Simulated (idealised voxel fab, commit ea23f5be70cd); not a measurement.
The document below concerns the process module designated voxel released beams.
For reference, the cross-section in this document is cut, with width 270 nm and square cells of 5 nm.
Just so we're on the same page, the cross-sections are grids of square cells, and they're listed out in bands top to bottom, each band one or more rows deep. A band entry consists of two parts. The first gives the height of the band's top and the height of its bottom, in nm. The rest lists the band's materials from left to right, each with its width in nm. A single material labelled with the word "everywhere" fills the band from edge to edge, and the word "empty" marks empty space. Basically, 0 is our baseline, since under it the wafer straight out of the box is all one material. The bottom band has no lower end and keeps on going down, so it looks like "top 0, no bottom". The notation "30->40" denotes a width that varies across the rows of cells in the band, beginning at the first number in the top row, finishing at the second number in the bottom row, and changing by an identical amount from each row to the next. "nothing changed", as given for a step, is the statement that not any cell of the cross-section underwent a change during that step. The entry titled "Sealed-off cavities" provides the empty spaces that have no open way to the top, restricted to those of 8 cells or more. Each is presented as width x height at distance, the distance being measured from the left edge, with all three in nm. Whatever follows a step's settings on its line is a remark the simulator itself makes about that step. overlay nm: mask right of planned place by this much (step with mask). Neg. = left.

## The steps planned for the process are as follows
1) RECEIVE [material Si]
2) CONFORMAL_DEP [material Al2O3] [thk nm 10]
3) DIRECTIONAL_DEP [material SiO2] [thk nm 15]
4) MASKED_ETCH [tone open] [mask id ANCHOR] [width nm 30] [etch materials SiO2] [depth nm 15] [overlay nm 0]
5) CONFORMAL_DEP [material polySi] [thk nm 10]
6) MASKED_ETCH [tone cover] [mask id BEAM] [width nm 115] [etch materials polySi] [depth nm 10] [overlay nm 0]
7) STRIP [etch materials SiO2]

## As received (post step 1): cross-section
  top 0, no bottom | Si everywhere
  Sealed-off cavities: none

## Final cross-section, module run with one mistake (start and plan as above)
  top 35, bottom 25 | 75 nm empty | 15 nm polySi | 10 nm empty | 95 nm polySi | 75 nm empty
  top 25, bottom 20 | 80 nm empty | 10 nm polySi | 10 nm empty | 10 nm polySi | 160 nm empty
  top 20, bottom 10 | 80 nm empty | 30 nm polySi | 160 nm empty
  top 10, bottom 0 | Al2O3 everywhere
  top 0, no bottom | Si everywhere
  Sealed-off cavities: none
What went wrong in running the wafer? not per plan at step 6, really ran MASKED_ETCH [tone cover] [mask id BEAM] [width nm 120] [etch materials polySi] [depth nm 10] [overlay nm 0]
